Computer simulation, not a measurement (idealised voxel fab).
The following is a process module called voxel local oxidation.
We display cut, a cross-section 265 nm in width whose square cells are each 5 nm.
Throughout this document, each cross-section is represented as a grid of square cells and is presented as a sequence of bands enumerated from the top downward, where a band comprises one or more rows of cells.
For a band, the entry starts with two heights in nm, that of the top and then that of the bottom, and carries on with the band's materials in order from left to right, each alongside its width in nm; the word "edge to edge" beside a single material means it fills the band edge to edge, and "empty" means empty space.
Beneath 0, the wafer as received is one material, and that level is where height counting begins. The lowest band goes on downward without a bottom; it is written like "0 -> down".
A width such as "30..40" changes by the same amount from each row of cells to the next, from the band's top row to its bottom row.
Reading "remained the same" for a step: not a cell of the cross-section changed in it.
"Closed-off voids" contains a list of empty spaces, each no smaller than 8 cells and without an open way to the top, written in the form width x height at distance with the distance from the left edge and all three in nm.
The remark found on a step's line after its settings is issued by the simulator itself and pertains to that step.
What "overlay nm" on a step's line means: if the step has a mask, that mask lay this far to the right of its planned place, or, when the value is negative, to the left.
### List of planned process steps
| 1 | RECEIVE, material Si |
| 2 | OXIDIZE, depth nm 5 |
| 3 | CONFORMAL_DEP, material SiN, thk nm 10 |
| 4 | MASKED_ETCH, tone cover, mask id ACTIVE, width nm 130, etch materials SiN, depth nm 10, overlay nm 0 |
| 5 | SELECTIVE_ETCH, etch materials SiO2, depth nm 5 |
| 6 | OXIDIZE, depth nm 15 |
| 7 | STRIP, etch materials SiN |
### Cross-section, incoming material, after step 1
- 0 -> down  Si edge to edge
- Closed-off voids: none
### The first of the two wafers as seen in cross-section once the module was finished; processing followed the plan
- 0 -> -5  70 empty / 120 SiO2 / 75 empty
- -5 -> -20  85 SiO2 / 90 Si / 90 SiO2
- -20 -> down  Si edge to edge
- Closed-off voids: none
### Here is the second of the two wafers cut open at the end of the module - same start, same plan as the first one, but we made one mistake running it
- -5 -> -20  SiO2 edge to edge
- -20 -> down  Si edge to edge
- Closed-off voids: none
Run error: not run: step 3 of the plan (skipped)
End of process, cell counts, second wafer against first, materials with more or fewer: 54 fewer of Si | 30 more of SiO2
